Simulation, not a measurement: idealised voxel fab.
You're looking at the process module voxel wiring stack.
FYI the section here is cut, 235 nm wide, cells are 5 nm squares.
Notation: cross-section as square-cell grid; stated in bands, top first, going down; one or more cell rows per band. In this notation a band is specified by the heights of its top and bottom, in that order and in nm, after which its materials appear from left to right, each paired with its width in nm. The word "all across" attached to a single material means that material fills the band from edge to edge; the word "empty" stands for empty space. Height is counted from the level 0, under which the received wafer is composed throughout of one material. The lowest of the bands is not closed at the bottom but continues downward, in the notation "0..down". Graded width ("30 to 40"): value in top row of band = first number; value in bottom row = second number; row-to-row change constant. It should be understood that the words "no change", when stated for a given step, signify that the cross-section underwent no change in any of its cells during that step. Voids not open to the top, 8 cells minimum: see "Enclosed internal cavities". Written width x height at distance; distance is from the left edge; nm. If you see something after the settings on a step's line, that's the simulator's own remark about that step. You can add "overlay nm" to a step's line. For a step with a mask, it describes how far the mask lay to the right of its planned position, and a negative number describes a lay to the left.

The steps planned for the process are as follows:
1: op RECEIVE | material Si
2: op CONFORMAL_DEP | material SiO2 | thk nm 10
3: op DIRECTIONAL_DEP | material TiN | thk nm 5
4: op DIRECTIONAL_DEP | material Ru | thk nm 15
5: op DIRECTIONAL_DEP | material aC | thk nm 15
6: op PATTERN | tone cover | mask id METAL_1 | material resist | width nm 20 | pitch nm 50 | thk nm 30 | overlay nm 0
7: op DIRECTIONAL_ETCH | etch materials aC | depth nm 15
8: op STRIP | etch materials resist
9: op DIRECTIONAL_ETCH | etch materials Ru | depth nm 15
10: op DIRECTIONAL_ETCH | etch materials TiN | depth nm 5
11: op STRIP | etch materials aC
12: op CONFORMAL_DEP | material SiCN | thk nm 5
13: op FILL_DEP | material SiO2 | thk nm 5
14: op CMP | height nm 30
15: op CONFORMAL_DEP | material SiCN | thk nm 5
16: op DIRECTIONAL_DEP | material SiO2 | thk nm 15
17: op DIRECTIONAL_DEP | material aC | thk nm 10
18: op PATTERN | tone open | mask id PLUG_1 | material resist | width nm 15 | pitch nm 50 | thk nm 25 | overlay nm 0
19: op DIRECTIONAL_ETCH | etch materials aC | depth nm 10
20: op STRIP | etch materials resist
21: op DIRECTIONAL_ETCH | etch materials SiO2 | depth nm 15
22: op DIRECTIONAL_ETCH | etch materials SiCN | depth nm 5
23: op STRIP | etch materials aC
24: op CONFORMAL_DEP | material TiN | thk nm 5
25: op FILL_DEP | material Ru | thk nm 5
26: op CMP | height nm 50
27: op CONFORMAL_DEP | material SiN | thk nm 5
28: op DIRECTIONAL_DEP | material lowk | thk nm 25
29: op MASKED_ETCH | tone open | mask id METAL_2 | width nm 20 | pitch nm 50 | etch materials lowk | depth nm 25 | overlay nm 0
30: op MASKED_ETCH | tone open | mask id METAL_2 | width nm 20 | pitch nm 50 | etch materials SiN | depth nm 5 | overlay nm 0
31: op CONFORMAL_DEP | material TiN | thk nm 5
32: op FILL_DEP | material W | thk nm 5
33: op CMP | height nm 80
34: op CONFORMAL_DEP | material SiCN | thk nm 5
35: op DIRECTIONAL_DEP | material SiO2 | thk nm 30
36: op DIRECTIONAL_DEP | material aC | thk nm 10
37: op PATTERN | tone open | mask id METAL_3_HOLES | material resist | width nm 15 | thk nm 30 | overlay nm 0
38: op DIRECTIONAL_ETCH | etch materials aC | depth nm 10
39: op STRIP | etch materials resist
40: op DIRECTIONAL_ETCH | etch materials SiO2 | depth nm 30
41: op STRIP | etch materials aC
42: op MASKED_ETCH | tone open | mask id METAL_3 | width nm 20 | pitch nm 50 | etch materials SiO2 | depth nm 15 | overlay nm 0
43: op MASKED_ETCH | tone open | mask id METAL_3 | width nm 20 | pitch nm 50 | etch materials SiCN | depth nm 5 | overlay nm 0
44: op CONFORMAL_DEP | material TiN | thk nm 5
45: op FILL_DEP | material Ru | thk nm 5
46: op CMP | height nm 115
47: op CONFORMAL_DEP | material SiN | thk nm 5

Cross-section of the wafer at receipt, which is the condition after step 1:
> 0..down | Si all across
> Enclosed internal cavities: none

Cross-section taken at module completion on the first of two wafers; processed per the plan:
> 120..115 | SiN all across
> 115..105 | SiO2 80 | TiN 5 | Ru 10 | TiN 5 | SiO2 30 | TiN 5 | Ru 10 | TiN 5 | SiO2 85
> 105..100 | SiO2 80 | TiN 5 | Ru 5 | TiN 10 | SiO2 30 | TiN 20 | SiO2 85
> 100..85 | SiO2 80 | TiN 5 | Ru 5 | TiN 5 | SiO2 140
> 85..80 | SiCN 80 | TiN 15 | SiCN 140
> 80..55 | lowk 80 | TiN 5 | W 10 | TiN 5 | lowk 30 | TiN 5 | W 10 | TiN 5 | lowk 85
> 55..50 | SiN 80 | TiN 20 | SiN 30 | TiN 20 | SiN 85
> 50..35 | SiO2 80 | TiN 5 | Ru 5 | TiN 5 | SiO2 35 | TiN 5 | Ru 5 | TiN 5 | SiO2 90
> 35..30 | SiCN 80 | TiN 15 | SiCN 35 | TiN 15 | SiCN 90
> 30..15 | SiO2 75 | SiCN 5 | Ru 20 | SiCN 5 | SiO2 20 | SiCN 5 | Ru 20 | SiCN 5 | SiO2 80
> 15..10 | SiCN 80 | TiN 20 | SiCN 30 | TiN 20 | SiCN 85
> 10..0 | SiO2 all across
> 0..down | Si all across
> Enclosed internal cavities: none

Here is the second of the two wafers cut open at the end of the module - same start, same plan as the first one, but we made one mistake running it:
> 120..115 | SiN all across
> 115..105 | SiO2 80 | TiN 5 | Ru 10 | TiN 5 | SiO2 30 | TiN 5 | Ru 10 | TiN 5 | SiO2 85
> 105..100 | SiO2 80 | TiN 5 | Ru 5 | TiN 10 | SiO2 30 | TiN 20 | SiO2 85
> 100..85 | SiO2 80 | TiN 5 | Ru 5 | TiN 5 | SiO2 140
> 85..80 | SiCN 80 | TiN 15 | SiCN 140
> 80..75 | TiN 85 | W 10 | TiN 40 | W 10 | TiN 90
> 75..55 | lowk 80 | TiN 5 | W 10 | TiN 5 | lowk 30 | TiN 5 | W 10 | TiN 5 | lowk 85
> 55..50 | SiN 80 | TiN 20 | SiN 30 | TiN 20 | SiN 85
> 50..35 | SiO2 80 | TiN 5 | Ru 5 | TiN 5 | SiO2 35 | TiN 5 | Ru 5 | TiN 5 | SiO2 90
> 35..30 | SiCN 80 | TiN 15 | SiCN 35 | TiN 15 | SiCN 90
> 30..15 | SiO2 75 | SiCN 5 | Ru 20 | SiCN 5 | SiO2 20 | SiCN 5 | Ru 20 | SiCN 5 | SiO2 80
> 15..10 | SiCN 80 | TiN 20 | SiCN 30 | TiN 20 | SiCN 85
> 10..0 | SiO2 all across
> 0..down | Si all across
> Enclosed internal cavities: none
Finding, execution versus plan: step 28 was run on a setting that differed from the plan, and what really ran there is op DIRECTIONAL_DEP | material lowk | thk nm 20
FYI, end of process, the second wafer has more or fewer cells of some materials than the first: 39 more of TiN | 39 fewer of lowk
